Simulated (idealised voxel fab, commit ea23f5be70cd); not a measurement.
process module | voxel plated lines
cross-section cut | 215 nm wide | cells 5 nm
A cross-section is a grid of square cells, given in bands from the top down. A band is one or more rows of cells.
Each band's line starts with the height of the band's top and of its bottom, in nm. Then come its materials from left to right, each with its width in nm. One material with "throughout" fills the band from edge to edge. "air" is empty space.
Height 0 is the level under which the wafer as received is all one material. The lowest band goes on downwards, as in "0 down".
A width such as "30 to 40" changes by the same amount from each row of cells to the next, from the band's top row to its bottom row.
"no change" after a step means that no cell of the cross-section changed.
closed voids: empty space of 8 cells or more with no open way to the top, each as width x height at its distance from the left edge, in nm
after a step's settings: what the simulator itself notes on the step
overlay nm, on a step with a mask: how far to the right of its planned place the mask lay; to the left if negative
plan
1 op RECEIVE | material Si
2 op CONFORMAL_DEP | material SiO2 | thk nm 15
3 op DIRECTIONAL_DEP | material TiN | thk nm 5
4 op PATTERN | tone open | mask id LINES | material resist | width nm 20 | pitch nm 40 | thk nm 40 | overlay nm 0
5 op EPI | material Ru | thk nm 10
6 op EPI | material Ru | thk nm 5
7 op EPI | material Ru | thk nm 5
8 op STRIP | etch materials resist
9 op DIRECTIONAL_ETCH | etch materials TiN | depth nm 5
10 op CONFORMAL_DEP | material SiN | thk nm 10
as received, after step 1
  0 down: Si throughout
  closed voids: none
a wafer at the end: this start, this plan, one mistake
  50 to 40: air 45 | SiN 120 | air 50
  40 to 25: air 45 | SiN 10 | Ru 20 | SiN 20 | Ru 20 | SiN 20 | Ru 20 | SiN 10 | air 50
  25 to 20: SiN 55 | Ru 20 | SiN 20 | Ru 20 | SiN 20 | Ru 20 | SiN 60
  20 to 15: SiN 55 | TiN 20 | SiN 20 | TiN 20 | SiN 20 | TiN 20 | SiN 60
  15 to 0: SiN throughout
  0 down: Si throughout
  closed voids: none
what went wrong: step 2 ran as: op CONFORMAL_DEP | material SiN | thk nm 15
